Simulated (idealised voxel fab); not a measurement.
The following process module bears the name voxel tone inversion.
Displayed cross-section: cut, width of 175 nm, square cells sized 5 nm.
A cross-section is written here as square cells arranged in a grid, and it is given in bands from the top down, each band taking up one or more rows of cells. Heads up on the band format: heights come first, top then bottom, in nm. After that it's the materials left to right, each with its width in nm. A single material flagged "everywhere" fills the whole band edge to edge, and "blank" means there's empty space there. Basically, 0 is our baseline, since under it the wafer straight out of the box is all one material. The bottom band has no lower end and keeps on going down, so it looks like "from 0 down". A two-number width, for instance "30 to 40", indicates that the width is equal to the first number in the top row of the band and to the second number in the bottom row, and that it changes by a constant amount per row of cells. Key: "stayed the same" - step with no changed cell in the cross-section. You'll see "Sealed internal cavities" listing empty spaces that have no way open to the top, as long as they're 8 cells or more; the notation is width x height at distance, where the distance is from the left edge, and all of it is in nm. Text after the settings on a step's line: the simulator's own remark on that step. Among the settings permitted on a step's line is "overlay nm"; applied to a step with a mask, it specifies the extent to which the mask lay to the right of its planned position, whereas a negative figure signifies a position to the left.
-- Process steps foreseen in the plan
1) RECEIVE | material Si
2) CONFORMAL_DEP | material SiN | thk nm 5
3) DIRECTIONAL_DEP | material aC | thk nm 15
4) PATTERN | tone cover | mask id POSTS | material resist | width nm 15 | pitch nm 55 | thk nm 20 | overlay nm 0
5) DIRECTIONAL_ETCH | etch materials aC | depth nm 15
6) STRIP | etch materials resist
7) FILL_DEP | material lowk | thk nm 5
8) CMP | height nm 20
9) STRIP | etch materials aC
10) CONFORMAL_DEP | material TiN | thk nm 5
11) FILL_DEP | material Ru | thk nm 5
12) CMP | height nm 20
13) CONFORMAL_DEP | material SiCN | thk nm 5
For clarity, it should be stated that the wafers under discussion commence in an identical condition and differ with respect to the width nm of step 4, the plan indicating the value that the first wafer had.
-- This is how the first of several wafers looked in cross-section when it arrived, which is after step 1
	from 0 down: Si everywhere
	Sealed internal cavities: none
-- Post step 13, the closing step of the module: first of several wafers, cross-sectioned
	from 25 to 20: SiCN everywhere
	from 20 to 10: lowk=25 / TiN=5 / Ru=5 / TiN=5 / lowk=40 / TiN=5 / Ru=5 / TiN=5 / lowk=40 / TiN=5 / Ru=5 / TiN=5 / lowk=25
	from 10 to 5: lowk=25 / TiN=15 / lowk=40 / TiN=15 / lowk=40 / TiN=15 / lowk=25
	from 5 to 0: SiN everywhere
	from 0 down: Si everywhere
	Sealed internal cavities: none
-- Cross-sectional view, end of module, last wafer of several
	from 25 to 20: SiCN everywhere
	from 20 to 10: lowk=15 / TiN=5 / Ru=25 / TiN=5 / lowk=20 / TiN=5 / Ru=25 / TiN=5 / lowk=20 / TiN=5 / Ru=25 / TiN=5 / lowk=15
	from 10 to 5: lowk=15 / TiN=35 / lowk=20 / TiN=35 / lowk=20 / TiN=35 / lowk=15
	from 5 to 0: SiN everywhere
	from 0 down: Si everywhere
	Sealed internal cavities: none
-- Quick key for the table: a row per wafer, taken at the end of the module. For each material it tells you how many cells the wafer gained (+) or lost (-) since it came in, and the closed voids come after
width nm 15, +6 Ru, +35 SiCN, +35 SiN, +21 TiN, +78 lowk, Sealed internal cavities: none
width nm 20, +12 Ru, +35 SiCN, +35 SiN, +24 TiN, +69 lowk, Sealed internal cavities: none
width nm 25, +18 Ru, +35 SiCN, +35 SiN, +27 TiN, +60 lowk, Sealed internal cavities: none
width nm 30, +24 Ru, +35 SiCN, +35 SiN, +30 TiN, +51 lowk, Sealed internal cavities: none
width nm 35, +30 Ru, +35 SiCN, +35 SiN, +33 TiN, +42 lowk, Sealed internal cavities: none
